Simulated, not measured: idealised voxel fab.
process module | voxel gate over fins
cross-section cut | 255 nm wide | cells 5 nm
A cross-section is a grid of square cells, given in bands from the top down. A band is one or more rows of cells.
Each band's line starts with the height of the band's top and of its bottom, in nm. Then come its materials from left to right, each with its width in nm. One material with "throughout" fills the band from edge to edge. "air" is empty space.
Height 0 is the level under which the wafer as received is all one material. The lowest band goes on downwards, as in "0 down".
A width such as "30 to 40" changes by the same amount from each row of cells to the next, from the band's top row to its bottom row.
"no change" after a step means that no cell of the cross-section changed.
closed voids: empty space of 8 cells or more with no open way to the top, each as width x height at its distance from the left edge, in nm
after a step's settings: what the simulator itself notes on the step
overlay nm, on a step with a mask: how far to the right of its planned place the mask lay; to the left if negative
plan
1 op RECEIVE | material Si
2 op CONFORMAL_DEP | material SiN | thk nm 10
3 op MASKED_ETCH | tone cover | mask id FINS | width nm 15 | pitch nm 50 | etch materials SiN | depth nm 10 | overlay nm 0
4 op MASKED_ETCH | tone cover | mask id FINS | width nm 15 | pitch nm 50 | etch materials Si | depth nm 35 | overlay nm 0
5 op OXIDIZE | depth nm 5
6 op FILL_DEP | material SiO2 | thk nm 15
7 op CMP | height nm 10
8 op DIRECTIONAL_DEP | material aC | thk nm 10
9 op PATTERN | tone open | mask id RAIL | material resist | width nm 15 | thk nm 30 | overlay nm 0
10 op DIRECTIONAL_ETCH | etch materials aC | depth nm 10
11 op STRIP | etch materials resist
12 op DIRECTIONAL_ETCH | etch materials SiO2 | depth nm 40
13 op STRIP | etch materials aC
14 op CONFORMAL_DEP | material TiN | thk nm 5
15 op FILL_DEP | material W | thk nm 10
16 op CMP | height nm 10
17 op SELECTIVE_ETCH | etch materials W Ru TiN | depth nm 30
18 op FILL_DEP | material SiO2 | thk nm 5
19 op CMP | height nm 10
20 op SELECTIVE_ETCH | etch materials SiO2 | depth nm 20
21 op STRIP | etch materials SiN
22 op CONFORMAL_DEP | material HfO2 | thk nm 5
23 op CONFORMAL_DEP | material TiN | thk nm 5
24 op CONFORMAL_DEP | material TiAl | thk nm 5
25 op CONFORMAL_DEP | material TiN | thk nm 5
26 op FILL_DEP | material W | thk nm 15
27 op CMP | height nm 30
28 op CONFORMAL_DEP | material SiN | thk nm 5
as received, after step 1
  0 down: Si throughout
  closed voids: none
first wafer at the end, as planned
  35 to 30: SiN throughout
  30 to 20: W throughout
  20 to 15: W 80 | TiN 45 | W 5 | TiN 45 | W 80
  15 to 10: W 80 | TiN 5 | TiAl 35 | TiN 5 | W 5 | TiN 5 | TiAl 35 | TiN 5 | W 80
  10 to 5: TiN 85 | TiAl 5 | TiN 25 | TiAl 5 | TiN 15 | TiAl 5 | TiN 25 | TiAl 5 | TiN 85
  5 to 0: TiAl 90 | TiN 5 | HfO2 15 | TiN 5 | TiAl 25 | TiN 5 | HfO2 15 | TiN 5 | TiAl 90
  0 to -5: TiN 95 | HfO2 5 | Si 5 | HfO2 5 | TiN 35 | HfO2 5 | Si 5 | HfO2 5 | TiN 95
  -5 to -10: HfO2 100 | Si 5 | HfO2 45 | Si 5 | HfO2 100
  -10 to -20: SiO2 100 | Si 5 | SiO2 45 | Si 5 | SiO2 100
  -20 to -25: SiO2 100 | Si 5 | SiO2 15 | TiN 5 | W 5 | TiN 5 | SiO2 15 | Si 5 | SiO2 100
  -25 to -30: SiO2 100 | Si 5 | SiO2 15 | TiN 15 | SiO2 15 | Si 5 | SiO2 100
  -30 to -40: SiO2 100 | Si 5 | SiO2 45 | Si 5 | SiO2 100
  -40 down: Si throughout
  closed voids: none
second wafer at the end: like start, like plan, one mistake
  35 to 30: SiN throughout
  30 to 20: W throughout
  20 to 15: W 80 | TiN 45 | W 5 | TiN 45 | W 80
  15 to 10: W 75 | TiN 10 | TiAl 35 | TiN 15 | TiAl 35 | TiN 10 | W 75
  10 to 5: TiN 80 | TiAl 10 | TiN 25 | TiAl 10 | TiN 5 | TiAl 10 | TiN 25 | TiAl 10 | TiN 80
  5 to 0: TiAl 85 | TiN 10 | HfO2 15 | TiN 10 | TiAl 15 | TiN 10 | HfO2 15 | TiN 10 | TiAl 85
  0 to -5: TiN 90 | HfO2 10 | Si 5 | HfO2 10 | TiN 25 | HfO2 10 | Si 5 | HfO2 10 | TiN 90
  -5 to -10: HfO2 95 | Si 15 | HfO2 35 | Si 15 | HfO2 95
  -10 to -20: SiO2 95 | Si 15 | SiO2 35 | Si 15 | SiO2 95
  -20 to -25: SiO2 95 | Si 15 | SiO2 10 | TiN 5 | W 5 | TiN 5 | SiO2 10 | Si 15 | SiO2 95
  -25 to -30: SiO2 95 | Si 15 | SiO2 10 | TiN 15 | SiO2 10 | Si 15 | SiO2 95
  -30 to -40: SiO2 95 | Si 15 | SiO2 35 | Si 15 | SiO2 95
  -40 down: Si throughout
  closed voids: none
what went wrong: step 4 ran as: op MASKED_ETCH | tone cover | mask id FINS | width nm 25 | pitch nm 50 | etch materials Si | depth nm 35 | overlay nm 0
at the end the second wafer has, in cells: 28 more of Si | 24 fewer of SiO2 | 1 fewer of TiN | 3 fewer of W
